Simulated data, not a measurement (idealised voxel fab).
Title: Process Module voxel transistor to metal
Xsec cut, 165 nm wide, square cell size 5 nm.
Notation: cross-section as square-cell grid; stated in bands, top first, going down; one or more cell rows per band.
Within each band entry, the heights of the top and of the bottom of the band appear first, in that order and in nm; the materials of the band then follow from left to right, each with its corresponding width in nm. The designation "all across" on a single material indicates that it fills the band from edge to edge; the designation "blank" indicates empty space.
Height 0 is the level under which the wafer as received is all one material. The lowest band goes on downwards, as in "0 -> down".
Per-row width for "30..40": begins at first number (top row of band), ends at second number (bottom row), increment between rows held constant.
It should be understood that the words "same as before", when stated for a given step, signify that the cross-section underwent no change in any of its cells during that step.
"Enclosed void inventory": empty spaces of 8 cells or more with no open way to the top, each given as width x height at distance, distance from the left edge, all in nm.
On each step's line, the part that comes after the settings is the simulator's own comment on the step.
overlay nm: where the mask lay relative to plan, measured to the right, on steps with a mask; negatives go left.
Read each pair as before and after one process step. The after cross-section shows only down to the lowest band that changed. The step between them and its settings are given below the pair. Pairs can come from different runs of this module on the same starting wafer. A pair continues from the pair above only where its "Pre-processing view" entry says so.
## Pre-processing view
> 85 -> 70  SiO2 (35)  blank (15)  SiO2 (65)  blank (15)  SiO2 (35)
> 70 -> 60  SiO2 all across
> 60 -> 55  SiCN all across
> 55 -> 35  lowk (30)  SiN (5)  Ru (15)  SiN (5)  lowk (55)  SiN (5)  Ru (15)  SiN (5)  lowk (30)
> 35 -> 30  SiN (35)  TiN (15)  SiN (65)  TiN (15)  SiN (35)
> 30 -> 15  SiO2 (35)  TiN (5)  Ru (5)  TiN (5)  SiO2 (65)  TiN (5)  Ru (5)  TiN (5)  SiO2 (35)
> 15 -> 10  SiO2 (35)  TiN (5)  Ru (5)  TiN (5)  SiN (10)  HfO2 (5)  TiN (5)  W (25)  TiN (5)  HfO2 (5)  SiN (10)  TiN (5)  Ru (5)  TiN (5)  SiO2 (35)
> 10 -> 5  SiO2 (35)  TiN (15)  SiN (10)  HfO2 (5)  TiN (5)  W (25)  TiN (5)  HfO2 (5)  SiN (10)  TiN (15)  SiO2 (35)
> 5 -> 0  SiO2 (30)  SiN (10)  TiN (10)  SiN (10)  HfO2 (5)  TiN (35)  HfO2 (5)  SiN (10)  TiN (10)  SiN (10)  SiO2 (30)
> 0 -> -5  SiO2 (40)  pSi (10)  SiO2 (10)  HfO2 (45)  SiO2 (10)  pSi (10)  SiO2 (40)
> -5 -> -10  SiO2 (35)  Si (5)  pSi (10)  Si (65)  pSi (10)  Si (5)  SiO2 (35)
> -10 -> -35  SiO2 (35)  Si (95)  SiO2 (35)
> -35 -> down  Si all across
> Enclosed void inventory: none
## Result of Step
> 75 -> 70  SiO2 (35)  blank (15)  SiO2 (65)  blank (15)  SiO2 (35)
> Lower than 70, everything is as it was.
> Enclosed void inventory: none
The process step separating the two cross-sections depicted above is as follows: MASKED_ETCH with tone cover, mask id METAL_2_HOLES, width nm 15, pitch nm 80, etch materials SiO2, depth nm 10, overlay nm 0
Pre-processing view: The pre-step condition corresponds to the post-step cross-section depicted in the pair directly above.
## Result of Step
> 80 -> 75  TiN (40)  blank (5)  TiN (75)  blank (5)  TiN (40)
> 75 -> 70  SiO2 (35)  TiN (15)  SiO2 (65)  TiN (15)  SiO2 (35)
> Lower than 70, everything is as it was.
> Enclosed void inventory: none
The process step separating the two cross-sections depicted above is as follows: CONFORMAL_DEP with material TiN, thk nm 5
Pre-processing view: The pre-step condition corresponds to the post-step cross-section depicted in the pair directly above.
## Result of Step
> 90 -> 80  Cu all across
> 80 -> 75  TiN (40)  Cu (5)  TiN (75)  Cu (5)  TiN (40)
> Lower than 75, everything is as it was.
> Enclosed void inventory: none
The process step separating the two cross-sections depicted above is as follows: FILL_DEP with material Cu, thk nm 10
Pre-processing view: The pre-step condition corresponds to the post-step cross-section depicted in the pair directly above.
## Result of Step
> 85 -> 80  Cu all across
> Lower than 80, everything is as it was.
> Enclosed void inventory: none
The process step separating the two cross-sections depicted above is as follows: CMP with height nm 85
Pre-processing view: The pre-step condition corresponds to the post-step cross-section depicted in the pair directly above.
## Result of Step
> 90 -> 85  SiN all across
> Lower than 85, everything is as it was.
> Enclosed void inventory: none
The process step separating the two cross-sections depicted above is as follows: CONFORMAL_DEP with material SiN, thk nm 5
